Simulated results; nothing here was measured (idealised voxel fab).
Name of the process module below: voxel double patterning
In the cross-section labelled cut, the width is 250 nm and each square cell is 5 nm.
Cross-section, as written here: a square-cell grid given band by band from the top down, where a band holds one or more rows of cells. Top height, bottom height, nm. Materials left to right, width each, nm. Single material + "full width" = fills band edge to edge. "empty" = empty. Heights are measured from 0, the level below which the as-received wafer is all one material; the lowest band has no bottom and continues downward, written as in "0 and below". When a width is written as two numbers, as in "30->40", the first number is the width in the top row of cells of the band and the second is the width in its bottom row, and the width changes by the same amount from each row to the next. "identical to before" means the step left every cell of the cross-section as it was. Entry "Enclosed void list". Content: empty spaces with no open connection to the top, size 8 cells or greater. Each: width x height at distance. Distance: from left edge. Unit: nm. Past the settings on a step's line: simulator remark, on that step. The setting "overlay nm" may be written on the line of a step. When the step uses a mask, the value reports how far to the right of the planned place the mask lay, and a negative value reports that it lay to the left.
# The steps planned for the process are as follows
| 1 | RECEIVE | material Si |
| 2 | CONFORMAL_DEP | material SiO2 | thk nm 10 |
| 3 | DIRECTIONAL_DEP | material polySi | thk nm 20 |
| 4 | DIRECTIONAL_DEP | material SiN | thk nm 5 |
| 5 | MASKED_ETCH | tone open | mask id FIRST | width nm 15 | pitch nm 50 | etch materials SiN | depth nm 5 | overlay nm 0 |
| 6 | MASKED_ETCH | tone open | mask id SECOND | width nm 15 | pitch nm 50 | etch materials SiN | depth nm 5 | overlay nm 0 |
| 7 | DIRECTIONAL_ETCH | etch materials polySi | depth nm 20 |
| 8 | STRIP | etch materials SiN |
# Of two wafers, the first: run according to plan
# Received-state cross-section, reflecting completion of step 1
0 and below | Si full width
Enclosed void list: none
# Upon completion of step 2, the wafer appears in cross-section as shown
10 down to 0 | SiO2 full width
Note: structure below 0 unchanged.
# Upon completion of step 3, the wafer appears in cross-section as shown
30 down to 10 | polySi full width
Note: structure below 10 unchanged.
# Upon completion of step 4, the wafer appears in cross-section as shown
35 down to 30 | SiN full width
Note: structure below 30 unchanged.
# Upon completion of step 5, the wafer appears in cross-section as shown
35 down to 30 | SiN=65  empty=15  SiN=35  empty=15  SiN=35  empty=15  SiN=70
Note: structure below 30 unchanged.
# Upon completion of step 6, the wafer appears in cross-section as shown
35 down to 30 | SiN=65  empty=15  SiN=10  empty=15  SiN=10  empty=15  SiN=10  empty=15  SiN=10  empty=15  SiN=70
Note: structure below 30 unchanged.
# Upon completion of step 7, the wafer appears in cross-section as shown
35 down to 30 | SiN=65  empty=15  SiN=10  empty=15  SiN=10  empty=15  SiN=10  empty=15  SiN=10  empty=15  SiN=70
30 down to 10 | polySi=65  empty=15  polySi=10  empty=15  polySi=10  empty=15  polySi=10  empty=15  polySi=10  empty=15  polySi=70
Note: structure below 10 unchanged.
# Upon completion of step 8, the wafer appears in cross-section as shown
30 down to 10 | polySi=65  empty=15  polySi=10  empty=15  polySi=10  empty=15  polySi=10  empty=15  polySi=10  empty=15  polySi=70
Note: structure below 10 unchanged.
# Regarding the second of the two wafers: it shared the first wafer's starting condition and process plan, yet one error occurred during its execution. Its history coincides with that of the first wafer up to and including step 4
# Cross-section, second wafer, at the end time the plan gives for step 5
35 down to 30 | empty=65  SiN=15  empty=35  SiN=15  empty=35  SiN=15  empty=70
Note: structure below 30 unchanged.
Cross-section, second wafer, at the end time the plan gives for step 6: identical to before
# Cross-section, second wafer, at the end time the plan gives for step 7
35 down to 30 | empty=65  SiN=15  empty=35  SiN=15  empty=35  SiN=15  empty=70
30 down to 10 | empty=65  polySi=15  empty=35  polySi=15  empty=35  polySi=15  empty=70
Note: structure below 10 unchanged.
# Cross-section, second wafer, at the end time the plan gives for step 8
30 down to 10 | empty=65  polySi=15  empty=35  polySi=15  empty=35  polySi=15  empty=70
Note: structure below 10 unchanged.
Which mistake was made when the wafer was run? step 5 ran with different settings than intended, the actual operation and settings being MASKED_ETCH | tone cover | mask id FIRST | width nm 15 | pitch nm 50 | etch materials SiN | depth nm 5 | overlay nm 0
Heads up, by the end the second wafer has more or fewer cells of some materials compared to the first: polySi: 104 fewer
